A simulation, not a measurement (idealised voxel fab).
You're looking at the process module voxel gate over fins.
The figure presents cross-section cut, which has a width of 145 nm and is divided into square cells with an edge length of 5 nm.
Square cells in a grid make up a cross-section in this document, and the grid is given as bands, listed from the top down, each one or more rows of cells. Quick guide to a band line: top height, bottom height (nm) up front; then every material left to right with its width in nm. Only one material and it's marked "full width"? Then it fills the band edge to edge. And "empty" just means empty space. Height is counted from the level 0, under which the received wafer is composed throughout of one material. The lowest of the bands is not closed at the bottom but continues downward, in the notation "z 0 and below". Think of "30 to 40" as a width that walks from the first number to the second as you go down the band, top row to bottom row, taking equal-sized steps from row to row. Where a step carries "everything unchanged", the cross-section came out of it unchanged, cell for cell. For the entry "Enclosed empty spaces", the listed items are empty spaces with no open way to the top whose size is 8 cells or more; each item follows the pattern width x height at distance, where distance is from the left edge and all three are in nm. Post-settings text on a step line: simulator's own remark regarding the step. overlay nm: on a step with a mask, how far right of its planned place the mask lay; negative means left.
[Set out below are the planned steps of the process]
step 1: op RECEIVE | material Si
step 2: op CONFORMAL_DEP | material SiN | thk nm 10
step 3: op DIRECTIONAL_DEP | material aC | thk nm 15
step 4: op PATTERN | tone cover | mask id FINS | material resist | width nm 15 | pitch nm 40 | thk nm 35 | overlay nm 0
step 5: op DIRECTIONAL_ETCH | etch materials aC | depth nm 15
step 6: op STRIP | etch materials resist
step 7: op DIRECTIONAL_ETCH | etch materials SiN | depth nm 10
step 8: op DIRECTIONAL_ETCH | etch materials Si | depth nm 30
step 9: op STRIP | etch materials aC
step 10: op OXIDIZE | depth nm 5
step 11: op FILL_DEP | material SiO2 | thk nm 10
step 12: op CMP | height nm 10
step 13: op SELECTIVE_ETCH | etch materials SiO2 | depth nm 25
step 14: op STRIP | etch materials SiN
step 15: op CONFORMAL_DEP | material HfO2 | thk nm 5
step 16: op CONFORMAL_DEP | material TiN | thk nm 5
step 17: op FILL_DEP | material W | thk nm 10
step 18: op CMP | height nm 15
step 19: op CONFORMAL_DEP | material SiN | thk nm 5
[So this is the incoming wafer in cross-section - it's already been through step 1]
- z 0 and below | Si full width
- Enclosed empty spaces: none
[The plan above was carried out on the starting structure above with one mistake, and this cross-section shows the wafer at the end of the module]
- z 20 to 15 | SiN full width
- z 15 to 10 | W full width
- z 10 to 5 | 20 W; 30 TiN; 10 W; 30 TiN; 10 W; 30 TiN; 15 W
- z 5 to 0 | 20 W; 5 TiN; 20 HfO2; 5 TiN; 10 W; 5 TiN; 20 HfO2; 5 TiN; 10 W; 5 TiN; 20 HfO2; 5 TiN; 15 W
- z 0 to -5 | 20 W; 5 TiN; 5 HfO2; 10 Si; 5 HfO2; 5 TiN; 10 W; 5 TiN; 5 HfO2; 10 Si; 5 HfO2; 5 TiN; 10 W; 5 TiN; 5 HfO2; 10 Si; 5 HfO2; 5 TiN; 15 W
- z -5 to -10 | 25 TiN; 5 HfO2; 10 Si; 5 HfO2; 20 TiN; 5 HfO2; 10 Si; 5 HfO2; 20 TiN; 5 HfO2; 10 Si; 5 HfO2; 20 TiN
- z -10 to -15 | 30 HfO2; 10 Si; 30 HfO2; 10 Si; 30 HfO2; 10 Si; 25 HfO2
- z -15 to -35 | 30 SiO2; 10 Si; 30 SiO2; 10 Si; 30 SiO2; 10 Si; 25 SiO2
- z -35 and below | Si full width
- Enclosed empty spaces: none
Where did the run depart from the plan? step 4 was run on a setting that differed from the plan, and what really ran there is op PATTERN | tone cover | mask id FINS | material resist | width nm 20 | pitch nm 40 | thk nm 35 | overlay nm 0
